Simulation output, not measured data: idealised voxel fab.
process module | voxel double patterning
cross-section cut | 230 nm wide | cells 5 nm
A cross-section is a grid of square cells, given in bands from the top down. A band is one or more rows of cells.
Each band's line starts with the height of the band's top and of its bottom, in nm. Then come its materials from left to right, each with its width in nm. One material with "throughout" fills the band from edge to edge. "air" is empty space.
Height 0 is the level under which the wafer as received is all one material. The lowest band goes on downwards, as in "0 down".
A width such as "30 to 40" changes by the same amount from each row of cells to the next, from the band's top row to its bottom row.
"no change" after a step means that no cell of the cross-section changed.
closed voids: empty space of 8 cells or more with no open way to the top, each as width x height at its distance from the left edge, in nm
after a step's settings: what the simulator itself notes on the step
overlay nm, on a step with a mask: how far to the right of its planned place the mask lay; to the left if negative
plan
1 op RECEIVE | material Si
2 op CONFORMAL_DEP | material SiO2 | thk nm 5
3 op DIRECTIONAL_DEP | material TiN | thk nm 20
4 op DIRECTIONAL_DEP | material SiCN | thk nm 10
5 op MASKED_ETCH | tone open | mask id FIRST | width nm 15 | pitch nm 50 | etch materials SiCN | depth nm 10 | overlay nm 0
6 op DIRECTIONAL_DEP | material aC | thk nm 10
7 op PATTERN | tone open | mask id SECOND | material resist | width nm 15 | pitch nm 50 | thk nm 25 | overlay nm 0
8 op DIRECTIONAL_ETCH | etch materials aC | depth nm 10
9 op STRIP | etch materials resist
10 op DIRECTIONAL_ETCH | etch materials SiCN | depth nm 10
11 op STRIP | etch materials aC
12 op DIRECTIONAL_ETCH | etch materials TiN | depth nm 20
13 op STRIP | etch materials SiCN
varied across the wafers: width nm of step 5. The plan shows the first wafer's value. All wafers start alike
first wafer as received, after step 1
  0 down: Si throughout
  closed voids: none
each wafer at the end: cells of each material gained (+) or lost (-) since it was received, then its closed voids
width nm 15 | +46 SiO2 | +124 TiN | closed voids: none
width nm 20 | +46 SiO2 | +112 TiN | closed voids: none
width nm 25 | +46 SiO2 | +100 TiN | closed voids: none
width nm 30 | +46 SiO2 | +88 TiN | closed voids: none
